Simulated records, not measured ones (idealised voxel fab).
Proc. module: voxel wiring stack
It is cross-section cut that appears here, measuring 245 nm in width, its square cells being 5 nm in size.
Square cells in a grid make up a cross-section in this document, and the grid is given as bands, listed from the top down, each one or more rows of cells.
Band entry format. Leading values: height of top, height of bottom, nm. Remainder: materials in left-to-right order, each with its width in nm. Special words: "edge to edge" on a single material, which then fills the band edge to edge; "empty", empty space.
Heights from 0 (as-received wafer is one material below). Bottom band endless downward, as "0..down".
Per-row width for "30..40": begins at first number (top row of band), ends at second number (bottom row), increment between rows held constant.
"remained the same" for a step: no cell of the cross-section changed in that step.
Empty spaces without an open route to the top, at least 8 cells in extent, make up the entry "Non-vented voids"; each is given as width x height at distance, where the distance is measured from the left edge, and all are in nm.
Note: text after step settings on the step line = simulator remark on that step.
"overlay nm" denotes, for a step that has a mask, the displacement of the mask to the right of its planned place, with negative values corresponding to the left.
-- Intended process steps
| 1 | op RECEIVE | material Si |
| 2 | op CONFORMAL_DEP | material SiO2 | thk nm 5 |
| 3 | op CONFORMAL_DEP | material SiCN | thk nm 5 |
| 4 | op DIRECTIONAL_DEP | material lowk | thk nm 20 |
| 5 | op PATTERN | tone open | mask id METAL_1 | material resist | width nm 25 | pitch nm 55 | thk nm 20 | overlay nm 0 |
| 6 | op DIRECTIONAL_ETCH | etch materials lowk | depth nm 20 |
| 7 | op DIRECTIONAL_ETCH | etch materials SiCN | depth nm 5 |
| 8 | op STRIP | etch materials resist |
| 9 | op CONFORMAL_DEP | material TiN | thk nm 5 |
| 10 | op FILL_DEP | material W | thk nm 10 |
| 11 | op CMP | height nm 35 |
| 12 | op CONFORMAL_DEP | material SiCN | thk nm 5 |
| 13 | op DIRECTIONAL_DEP | material lowk | thk nm 35 |
| 14 | op PATTERN | tone open | mask id METAL_2 | material resist | width nm 25 | pitch nm 55 | thk nm 15 | overlay nm 0 |
| 15 | op DIRECTIONAL_ETCH | etch materials lowk | depth nm 20 |
| 16 | op STRIP | etch materials resist |
| 17 | op PATTERN | tone open | mask id METAL_2_HOLES | material resist | width nm 15 | pitch nm 110 | thk nm 20 | overlay nm 0 |
| 18 | op DIRECTIONAL_ETCH | etch materials lowk | depth nm 15 |
| 19 | op DIRECTIONAL_ETCH | etch materials SiCN | depth nm 5 |
| 20 | op STRIP | etch materials resist |
| 21 | op CONFORMAL_DEP | material TiN | thk nm 5 |
| 22 | op FILL_DEP | material Cu | thk nm 5 |
| 23 | op CMP | height nm 75 |
| 24 | op CONFORMAL_DEP | material SiN | thk nm 5 |
Be aware that, although all wafers share a common starting state, the thk nm at step 2 differs among them, and the plan displays the first wafer's value.
-- first wafer as received, after step 1
* 0..down = Si edge to edge
* Non-vented voids: none
-- Take a look at the first of several wafers in cross-section: the module is done, and step 24 was its last step
* 80..75 = SiN edge to edge
* 75..60 = lowk=25; TiN=5; Cu=15; TiN=5; lowk=30; TiN=5; Cu=15; TiN=5; lowk=30; TiN=5; Cu=15; TiN=5; lowk=30; TiN=5; Cu=15; TiN=5; lowk=30
* 60..55 = lowk=25; TiN=5; Cu=5; TiN=15; lowk=30; TiN=25; lowk=30; TiN=5; Cu=5; TiN=15; lowk=30; TiN=25; lowk=30
* 55..40 = lowk=25; TiN=5; Cu=5; TiN=5; lowk=95; TiN=5; Cu=5; TiN=5; lowk=95
* 40..35 = SiCN=25; TiN=15; SiCN=95; TiN=15; SiCN=95
* 35..30 = TiN=30; W=15; TiN=40; W=15; TiN=40; W=15; TiN=40; W=15; TiN=35
* 30..10 = lowk=25; TiN=5; W=15; TiN=5; lowk=30; TiN=5; W=15; TiN=5; lowk=30; TiN=5; W=15; TiN=5; lowk=30; TiN=5; W=15; TiN=5; lowk=30
* 10..5 = SiCN=25; TiN=25; SiCN=30; TiN=25; SiCN=30; TiN=25; SiCN=30; TiN=25; SiCN=30
* 5..0 = SiO2 edge to edge
* 0..down = Si edge to edge
* Non-vented voids: none
-- Cross-sectional view, end of module, last wafer of several
* 80..75 = SiN edge to edge
* 75..60 = lowk=25; TiN=5; Cu=15; TiN=5; lowk=30; TiN=5; Cu=15; TiN=5; lowk=30; TiN=5; Cu=15; TiN=5; lowk=30; TiN=5; Cu=15; TiN=5; lowk=30
* 60..55 = lowk=25; TiN=5; Cu=5; TiN=15; lowk=30; TiN=25; lowk=30; TiN=5; Cu=5; TiN=15; lowk=30; TiN=25; lowk=30
* 55..40 = lowk=25; TiN=5; Cu=5; TiN=5; lowk=95; TiN=5; Cu=5; TiN=5; lowk=95
* 40..35 = SiCN=25; TiN=15; SiCN=95; TiN=15; SiCN=95
* 35..30 = lowk=25; TiN=5; W=15; TiN=5; lowk=30; TiN=5; W=15; TiN=5; lowk=30; TiN=5; W=15; TiN=5; lowk=30; TiN=5; W=15; TiN=5; lowk=30
* 30..25 = SiCN=25; TiN=25; SiCN=30; TiN=25; SiCN=30; TiN=25; SiCN=30; TiN=25; SiCN=30
* 25..0 = SiO2 edge to edge
* 0..down = Si edge to edge
* Non-vented voids: none
-- Wafer rows, end of module: cells per material gained (+) or lost (-) since receipt; closed voids last
thk nm 5, +44 Cu, +72 SiCN, +49 SiN, +49 SiO2, +149 TiN, +60 W, +361 lowk, Non-vented voids: none
thk nm 10, +44 Cu, +72 SiCN, +49 SiN, +98 SiO2, +112 TiN, +48 W, +361 lowk, Non-vented voids: none
thk nm 15, +44 Cu, +72 SiCN, +49 SiN, +147 SiO2, +104 TiN, +36 W, +332 lowk, Non-vented voids: none
thk nm 20, +44 Cu, +72 SiCN, +49 SiN, +196 SiO2, +96 TiN, +24 W, +303 lowk, Non-vented voids: none
thk nm 25, +44 Cu, +72 SiCN, +49 SiN, +245 SiO2, +88 TiN, +12 W, +274 lowk, Non-vented voids: none
